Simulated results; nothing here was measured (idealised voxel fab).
A process module follows: voxel wiring stack.
Xsec cut, 170 nm wide, square cell size 5 nm.
Cross-sections here: square-cell grids, written as top-down lists of bands, a band being one or more rows of cells.
Per band: top height and bottom height in nm, followed by the left-to-right materials and their widths in nm; "edge to edge" marks a single material spanning edge to edge, "empty" marks empty space.
Beneath 0, the wafer as received is one material, and that level is where height counting begins. The lowest band goes on downward without a bottom; it is written like "0 down".
Note: "30..40" means the width goes from the first number (top row of the band) to the second number (bottom row) in equal steps per row of cells.
Step marked "no change occurred"? Then no cell in the cross-section changed in it.
Each empty space that has no open way to the top and spans at least 8 cells appears under "Closed void inventory" as width x height at distance, the distance counted from the left edge, all in nm.
after a step's settings: what the simulator itself notes on the step
Regarding "overlay nm": on a step with a mask, it is the distance the mask lay to the right of its planned place; a negative value places it to the left.

This section lists the process steps that were planned
1 RECEIVE: material Si
2 CONFORMAL_DEP: material SiO2, thk nm 15
3 DIRECTIONAL_DEP: material TiN, thk nm 5
4 DIRECTIONAL_DEP: material Ru, thk nm 15
5 PATTERN: tone cover, mask id METAL_1, material resist, width nm 25, pitch nm 40, thk nm 15, overlay nm 0
6 DIRECTIONAL_ETCH: etch materials Ru, depth nm 15
7 DIRECTIONAL_ETCH: etch materials TiN, depth nm 5
8 STRIP: etch materials resist
9 CONFORMAL_DEP: material SiCN, thk nm 5
10 FILL_DEP: material lowk, thk nm 10
11 CMP: height nm 35
12 CONFORMAL_DEP: material SiCN, thk nm 5
13 DIRECTIONAL_DEP: material lowk, thk nm 10
14 PATTERN: tone open, mask id PLUG_1, material resist, width nm 15, thk nm 20, overlay nm 0
15 DIRECTIONAL_ETCH: etch materials lowk, depth nm 10
16 DIRECTIONAL_ETCH: etch materials SiCN, depth nm 5
17 STRIP: etch materials resist
18 CONFORMAL_DEP: material TiN, thk nm 5
19 FILL_DEP: material W, thk nm 10
20 CMP: height nm 50
21 DIRECTIONAL_DEP: material TiN, thk nm 5
22 DIRECTIONAL_DEP: material Ru, thk nm 25
23 DIRECTIONAL_DEP: material aC, thk nm 15
24 PATTERN: tone cover, mask id METAL_2, material resist, width nm 25, pitch nm 40, thk nm 30, overlay nm 0
25 DIRECTIONAL_ETCH: etch materials aC, depth nm 15
26 STRIP: etch materials resist
27 DIRECTIONAL_ETCH: etch materials Ru, depth nm 25
28 DIRECTIONAL_ETCH: etch materials TiN, depth nm 5
29 STRIP: etch materials aC
30 FILL_DEP: material lowk, thk nm 5
31 CMP: height nm 80
32 CONFORMAL_DEP: material SiCN, thk nm 5
33 DIRECTIONAL_DEP: material SiO2, thk nm 25
34 PATTERN: tone open, mask id METAL_3_HOLES, material resist, width nm 15, thk nm 15, overlay nm 0
35 DIRECTIONAL_ETCH: etch materials SiO2, depth nm 25
36 STRIP: etch materials resist
37 PATTERN: tone open, mask id METAL_3, material resist, width nm 25, pitch nm 40, thk nm 15, overlay nm 0
38 DIRECTIONAL_ETCH: etch materials SiO2, depth nm 15
39 DIRECTIONAL_ETCH: etch materials SiCN, depth nm 5
40 STRIP: etch materials resist
41 CONFORMAL_DEP: material TiN, thk nm 5
42 FILL_DEP: material Cu, thk nm 10
43 CMP: height nm 110
44 CONFORMAL_DEP: material SiN, thk nm 5

Below: the first of two wafers, run as planned

The cross-section here shows the wafer as received, i.e. in its state after step 1
	0 down: Si edge to edge
	Closed void inventory: none

Wafer after step 2 (cross-section)
	15 to 0: SiO2 edge to edge
	No changes below 0.

Wafer after step 3 (cross-section)
	20 to 15: TiN edge to edge
	No changes below 15.

Wafer after step 4 (cross-section)
	35 to 20: Ru edge to edge
	No changes below 20.

Wafer after step 5 (cross-section)
	50 to 35: empty 50 nm, resist 25 nm, empty 15 nm, resist 25 nm, empty 55 nm
	No changes below 35.

Wafer after step 6 (cross-section)
	50 to 35: empty 50 nm, resist 25 nm, empty 15 nm, resist 25 nm, empty 55 nm
	35 to 20: empty 50 nm, Ru 25 nm, empty 15 nm, Ru 25 nm, empty 55 nm
	No changes below 20.

Wafer after step 7 (cross-section)
	50 to 35: empty 50 nm, resist 25 nm, empty 15 nm, resist 25 nm, empty 55 nm
	35 to 20: empty 50 nm, Ru 25 nm, empty 15 nm, Ru 25 nm, empty 55 nm
	20 to 15: empty 50 nm, TiN 25 nm, empty 15 nm, TiN 25 nm, empty 55 nm
	No changes below 15.

Wafer after step 8 (cross-section)
	35 to 20: empty 50 nm, Ru 25 nm, empty 15 nm, Ru 25 nm, empty 55 nm
	No changes below 20.

Wafer after step 9 (cross-section)
	40 to 35: empty 45 nm, SiCN 35 nm, empty 5 nm, SiCN 35 nm, empty 50 nm
	35 to 20: empty 45 nm, SiCN 5 nm, Ru 25 nm, SiCN 5 nm, empty 5 nm, SiCN 5 nm, Ru 25 nm, SiCN 5 nm, empty 50 nm
	20 to 15: SiCN 50 nm, TiN 25 nm, SiCN 15 nm, TiN 25 nm, SiCN 55 nm
	No changes below 15.

Wafer after step 10 (cross-section)
	50 to 40: lowk edge to edge
	40 to 35: lowk 45 nm, SiCN 35 nm, lowk 5 nm, SiCN 35 nm, lowk 50 nm
	35 to 20: lowk 45 nm, SiCN 5 nm, Ru 25 nm, SiCN 5 nm, lowk 5 nm, SiCN 5 nm, Ru 25 nm, SiCN 5 nm, lowk 50 nm
	No changes below 20.

Wafer after step 11 (cross-section)
	35 to 20: lowk 45 nm, SiCN 5 nm, Ru 25 nm, SiCN 5 nm, lowk 5 nm, SiCN 5 nm, Ru 25 nm, SiCN 5 nm, lowk 50 nm
	No changes below 20.

Wafer after step 12 (cross-section)
	40 to 35: SiCN edge to edge
	No changes below 35.

Wafer after step 13 (cross-section)
	50 to 40: lowk edge to edge
	No changes below 40.

Wafer after step 14 (cross-section)
	70 to 50: resist 50 nm, empty 15 nm, resist 105 nm
	No changes below 50.

Wafer after step 15 (cross-section)
	70 to 50: resist 50 nm, empty 15 nm, resist 105 nm
	50 to 40: lowk 50 nm, empty 15 nm, lowk 105 nm
	No changes below 40.

Wafer after step 16 (cross-section)
	70 to 50: resist 50 nm, empty 15 nm, resist 105 nm
	50 to 40: lowk 50 nm, empty 15 nm, lowk 105 nm
	40 to 35: SiCN 50 nm, empty 15 nm, SiCN 105 nm
	No changes below 35.

Wafer after step 17 (cross-section)
	50 to 40: lowk 50 nm, empty 15 nm, lowk 105 nm
	No changes below 40.

Wafer after step 18 (cross-section)
	55 to 50: TiN 55 nm, empty 5 nm, TiN 110 nm
	50 to 40: lowk 50 nm, TiN 5 nm, empty 5 nm, TiN 5 nm, lowk 105 nm
	40 to 35: SiCN 50 nm, TiN 15 nm, SiCN 105 nm
	No changes below 35.

Wafer after step 19 (cross-section)
	65 to 55: W edge to edge
	55 to 50: TiN 55 nm, W 5 nm, TiN 110 nm
	50 to 40: lowk 50 nm, TiN 5 nm, W 5 nm, TiN 5 nm, lowk 105 nm
	No changes below 40.

Wafer after step 20 (cross-section)
	50 to 40: lowk 50 nm, TiN 5 nm, W 5 nm, TiN 5 nm, lowk 105 nm
	No changes below 40.

Wafer after step 21 (cross-section)
	55 to 50: TiN edge to edge
	No changes below 50.

Wafer after step 22 (cross-section)
	80 to 55: Ru edge to edge
	No changes below 55.

Wafer after step 23 (cross-section)
	95 to 80: aC edge to edge
	No changes below 80.

Wafer after step 24 (cross-section)
	125 to 95: empty 50 nm, resist 25 nm, empty 15 nm, resist 25 nm, empty 55 nm
	No changes below 95.

Wafer after step 25 (cross-section)
	110 to 95: empty 50 nm, resist 25 nm, empty 15 nm, resist 25 nm, empty 55 nm
	95 to 80: empty 50 nm, aC 25 nm, empty 15 nm, aC 25 nm, empty 55 nm
	No changes below 80.

Wafer after step 26 (cross-section)
	95 to 80: empty 50 nm, aC 25 nm, empty 15 nm, aC 25 nm, empty 55 nm
	No changes below 80.

Wafer after step 27 (cross-section)
	95 to 80: empty 50 nm, aC 25 nm, empty 15 nm, aC 25 nm, empty 55 nm
	80 to 55: empty 50 nm, Ru 25 nm, empty 15 nm, Ru 25 nm, empty 55 nm
	No changes below 55.

Wafer after step 28 (cross-section)
	95 to 80: empty 50 nm, aC 25 nm, empty 15 nm, aC 25 nm, empty 55 nm
	80 to 55: empty 50 nm, Ru 25 nm, empty 15 nm, Ru 25 nm, empty 55 nm
	55 to 50: empty 50 nm, TiN 25 nm, empty 15 nm, TiN 25 nm, empty 55 nm
	No changes below 50.

Wafer after step 29 (cross-section)
	80 to 55: empty 50 nm, Ru 25 nm, empty 15 nm, Ru 25 nm, empty 55 nm
	No changes below 55.

Wafer after step 30 (cross-section)
	85 to 80: lowk edge to edge
	80 to 55: lowk 50 nm, Ru 25 nm, lowk 15 nm, Ru 25 nm, lowk 55 nm
	55 to 50: lowk 50 nm, TiN 25 nm, lowk 15 nm, TiN 25 nm, lowk 55 nm
	No changes below 50.

Wafer after step 31 (cross-section)
	80 to 55: lowk 50 nm, Ru 25 nm, lowk 15 nm, Ru 25 nm, lowk 55 nm
	No changes below 55.

Wafer after step 32 (cross-section)
	85 to 80: SiCN edge to edge
	No changes below 80.

Wafer after step 33 (cross-section)
	110 to 85: SiO2 edge to edge
	No changes below 85.

Wafer after step 34 (cross-section)
	125 to 110: resist 50 nm, empty 15 nm, resist 105 nm
	No changes below 110.

Wafer after step 35 (cross-section)
	125 to 110: resist 50 nm, empty 15 nm, resist 105 nm
	110 to 85: SiO2 50 nm, empty 15 nm, SiO2 105 nm
	No changes below 85.

Wafer after step 36 (cross-section)
	110 to 85: SiO2 50 nm, empty 15 nm, SiO2 105 nm
	No changes below 85.

Wafer after step 37 (cross-section)
	125 to 110: resist 50 nm, empty 25 nm, resist 15 nm, empty 25 nm, resist 55 nm
	No changes below 110.

Wafer after step 38 (cross-section)
	125 to 110: resist 50 nm, empty 25 nm, resist 15 nm, empty 25 nm, resist 55 nm
	110 to 95: SiO2 50 nm, empty 25 nm, SiO2 15 nm, empty 25 nm, SiO2 55 nm
	No changes below 95.

Wafer after step 39 (cross-section)
	125 to 110: resist 50 nm, empty 25 nm, resist 15 nm, empty 25 nm, resist 55 nm
	110 to 95: SiO2 50 nm, empty 25 nm, SiO2 15 nm, empty 25 nm, SiO2 55 nm
	95 to 85: SiO2 50 nm, empty 15 nm, SiO2 105 nm
	85 to 80: SiCN 50 nm, empty 15 nm, SiCN 105 nm
	No changes below 80.

Wafer after step 40 (cross-section)
	110 to 95: SiO2 50 nm, empty 25 nm, SiO2 15 nm, empty 25 nm, SiO2 55 nm
	No changes below 95.

Wafer after step 41 (cross-section)
	115 to 110: TiN 55 nm, empty 15 nm, TiN 25 nm, empty 15 nm, TiN 60 nm
	110 to 100: SiO2 50 nm, TiN 5 nm, empty 15 nm, TiN 5 nm, SiO2 15 nm, TiN 5 nm, empty 15 nm, TiN 5 nm, SiO2 55 nm
	100 to 95: SiO2 50 nm, TiN 5 nm, empty 5 nm, TiN 15 nm, SiO2 15 nm, TiN 25 nm, SiO2 55 nm
	95 to 85: SiO2 50 nm, TiN 5 nm, empty 5 nm, TiN 5 nm, SiO2 105 nm
	85 to 80: SiCN 50 nm, TiN 15 nm, SiCN 105 nm
	No changes below 80.

Wafer after step 42 (cross-section)
	125 to 115: Cu edge to edge
	115 to 110: TiN 55 nm, Cu 15 nm, TiN 25 nm, Cu 15 nm, TiN 60 nm
	110 to 100: SiO2 50 nm, TiN 5 nm, Cu 15 nm, TiN 5 nm, SiO2 15 nm, TiN 5 nm, Cu 15 nm, TiN 5 nm, SiO2 55 nm
	100 to 95: SiO2 50 nm, TiN 5 nm, Cu 5 nm, TiN 15 nm, SiO2 15 nm, TiN 25 nm, SiO2 55 nm
	95 to 85: SiO2 50 nm, TiN 5 nm, Cu 5 nm, TiN 5 nm, SiO2 105 nm
	No changes below 85.

Wafer after step 43 (cross-section)
	110 to 100: SiO2 50 nm, TiN 5 nm, Cu 15 nm, TiN 5 nm, SiO2 15 nm, TiN 5 nm, Cu 15 nm, TiN 5 nm, SiO2 55 nm
	No changes below 100.

Wafer after step 44 (cross-section)
	115 to 110: SiN edge to edge
	No changes below 110.

Second wafer: same start and same plan as the first, one execution error; identical to the first through step 13

Cross-section, second wafer, at the end time the plan gives for step 14
	70 to 50: resist 45 nm, empty 15 nm, resist 110 nm
	No changes below 50.

Cross-section, second wafer, at the end time the plan gives for step 15
	70 to 50: resist 45 nm, empty 15 nm, resist 110 nm
	50 to 40: lowk 45 nm, empty 15 nm, lowk 110 nm
	No changes below 40.

Cross-section, second wafer, at the end time the plan gives for step 16
	70 to 50: resist 45 nm, empty 15 nm, resist 110 nm
	50 to 40: lowk 45 nm, empty 15 nm, lowk 110 nm
	40 to 35: SiCN 45 nm, empty 15 nm, SiCN 110 nm
	No changes below 35.

Cross-section, second wafer, at the end time the plan gives for step 17
	50 to 40: lowk 45 nm, empty 15 nm, lowk 110 nm
	No changes below 40.

Cross-section, second wafer, at the end time the plan gives for step 18
	55 to 50: TiN 50 nm, empty 5 nm, TiN 115 nm
	50 to 40: lowk 45 nm, TiN 5 nm, empty 5 nm, TiN 5 nm, lowk 110 nm
	40 to 35: SiCN 45 nm, TiN 15 nm, SiCN 110 nm
	No changes below 35.

Cross-section, second wafer, at the end time the plan gives for step 19
	65 to 55: W edge to edge
	55 to 50: TiN 50 nm, W 5 nm, TiN 115 nm
	50 to 40: lowk 45 nm, TiN 5 nm, W 5 nm, TiN 5 nm, lowk 110 nm
	No changes below 40.

Cross-section, second wafer, at the end time the plan gives for step 20
	50 to 40: lowk 45 nm, TiN 5 nm, W 5 nm, TiN 5 nm, lowk 110 nm
	No changes below 40.

Cross-section, second wafer, at the end time the plan gives for step 21
	55 to 50: TiN edge to edge
	No changes below 50.

Cross-section, second wafer, at the end time the plan gives for step 22
	80 to 55: Ru edge to edge
	No changes below 55.

Cross-section, second wafer, at the end time the plan gives for step 23
	95 to 80: aC edge to edge
	No changes below 80.

Cross-section, second wafer, at the end time the plan gives for step 24
	125 to 95: empty 50 nm, resist 25 nm, empty 15 nm, resist 25 nm, empty 55 nm
	No changes below 95.

Cross-section, second wafer, at the end time the plan gives for step 25
	110 to 95: empty 50 nm, resist 25 nm, empty 15 nm, resist 25 nm, empty 55 nm
	95 to 80: empty 50 nm, aC 25 nm, empty 15 nm, aC 25 nm, empty 55 nm
	No changes below 80.

Cross-section, second wafer, at the end time the plan gives for step 26
	95 to 80: empty 50 nm, aC 25 nm, empty 15 nm, aC 25 nm, empty 55 nm
	No changes below 80.

Cross-section, second wafer, at the end time the plan gives for step 27
	95 to 80: empty 50 nm, aC 25 nm, empty 15 nm, aC 25 nm, empty 55 nm
	80 to 55: empty 50 nm, Ru 25 nm, empty 15 nm, Ru 25 nm, empty 55 nm
	No changes below 55.

Cross-section, second wafer, at the end time the plan gives for step 28
	95 to 80: empty 50 nm, aC 25 nm, empty 15 nm, aC 25 nm, empty 55 nm
	80 to 55: empty 50 nm, Ru 25 nm, empty 15 nm, Ru 25 nm, empty 55 nm
	55 to 50: empty 50 nm, TiN 25 nm, empty 15 nm, TiN 25 nm, empty 55 nm
	No changes below 50.

Cross-section, second wafer, at the end time the plan gives for step 29
	80 to 55: empty 50 nm, Ru 25 nm, empty 15 nm, Ru 25 nm, empty 55 nm
	No changes below 55.

Cross-section, second wafer, at the end time the plan gives for step 30
	85 to 80: lowk edge to edge
	80 to 55: lowk 50 nm, Ru 25 nm, lowk 15 nm, Ru 25 nm, lowk 55 nm
	55 to 50: lowk 50 nm, TiN 25 nm, lowk 15 nm, TiN 25 nm, lowk 55 nm
	No changes below 50.

Cross-section, second wafer, at the end time the plan gives for step 31
	80 to 55: lowk 50 nm, Ru 25 nm, lowk 15 nm, Ru 25 nm, lowk 55 nm
	No changes below 55.

Cross-section, second wafer, at the end time the plan gives for step 32
	85 to 80: SiCN edge to edge
	No changes below 80.

Cross-section, second wafer, at the end time the plan gives for step 33
	110 to 85: SiO2 edge to edge
	No changes below 85.

Cross-section, second wafer, at the end time the plan gives for step 34
	125 to 110: resist 50 nm, empty 15 nm, resist 105 nm
	No changes below 110.

Cross-section, second wafer, at the end time the plan gives for step 35
	125 to 110: resist 50 nm, empty 15 nm, resist 105 nm
	110 to 85: SiO2 50 nm, empty 15 nm, SiO2 105 nm
	No changes below 85.

Cross-section, second wafer, at the end time the plan gives for step 36
	110 to 85: SiO2 50 nm, empty 15 nm, SiO2 105 nm
	No changes below 85.

Cross-section, second wafer, at the end time the plan gives for step 37
	125 to 110: resist 50 nm, empty 25 nm, resist 15 nm, empty 25 nm, resist 55 nm
	No changes below 110.

Cross-section, second wafer, at the end time the plan gives for step 38
	125 to 110: resist 50 nm, empty 25 nm, resist 15 nm, empty 25 nm, resist 55 nm
	110 to 95: SiO2 50 nm, empty 25 nm, SiO2 15 nm, empty 25 nm, SiO2 55 nm
	No changes below 95.

Cross-section, second wafer, at the end time the plan gives for step 39
	125 to 110: resist 50 nm, empty 25 nm, resist 15 nm, empty 25 nm, resist 55 nm
	110 to 95: SiO2 50 nm, empty 25 nm, SiO2 15 nm, empty 25 nm, SiO2 55 nm
	95 to 85: SiO2 50 nm, empty 15 nm, SiO2 105 nm
	85 to 80: SiCN 50 nm, empty 15 nm, SiCN 105 nm
	No changes below 80.

Cross-section, second wafer, at the end time the plan gives for step 40
	110 to 95: SiO2 50 nm, empty 25 nm, SiO2 15 nm, empty 25 nm, SiO2 55 nm
	No changes below 95.

Cross-section, second wafer, at the end time the plan gives for step 41
	115 to 110: TiN 55 nm, empty 15 nm, TiN 25 nm, empty 15 nm, TiN 60 nm
	110 to 100: SiO2 50 nm, TiN 5 nm, empty 15 nm, TiN 5 nm, SiO2 15 nm, TiN 5 nm, empty 15 nm, TiN 5 nm, SiO2 55 nm
	100 to 95: SiO2 50 nm, TiN 5 nm, empty 5 nm, TiN 15 nm, SiO2 15 nm, TiN 25 nm, SiO2 55 nm
	95 to 85: SiO2 50 nm, TiN 5 nm, empty 5 nm, TiN 5 nm, SiO2 105 nm
	85 to 80: SiCN 50 nm, TiN 15 nm, SiCN 105 nm
	No changes below 80.

Cross-section, second wafer, at the end time the plan gives for step 42
	125 to 115: Cu edge to edge
	115 to 110: TiN 55 nm, Cu 15 nm, TiN 25 nm, Cu 15 nm, TiN 60 nm
	110 to 100: SiO2 50 nm, TiN 5 nm, Cu 15 nm, TiN 5 nm, SiO2 15 nm, TiN 5 nm, Cu 15 nm, TiN 5 nm, SiO2 55 nm
	100 to 95: SiO2 50 nm, TiN 5 nm, Cu 5 nm, TiN 15 nm, SiO2 15 nm, TiN 25 nm, SiO2 55 nm
	95 to 85: SiO2 50 nm, TiN 5 nm, Cu 5 nm, TiN 5 nm, SiO2 105 nm
	No changes below 85.

Cross-section, second wafer, at the end time the plan gives for step 43
	110 to 100: SiO2 50 nm, TiN 5 nm, Cu 15 nm, TiN 5 nm, SiO2 15 nm, TiN 5 nm, Cu 15 nm, TiN 5 nm, SiO2 55 nm
	No changes below 100.

Cross-section, second wafer, at the end time the plan gives for step 44
	115 to 110: SiN edge to edge
	No changes below 110.
Plan not followed: contrary to plan, step 14 was performed as PATTERN: tone open, mask id PLUG_1, material resist, width nm 15, thk nm 20, overlay nm -5
At the end, each material covers as many cells on the second wafer as it does on the first, though the cells it covers are elsewhere.
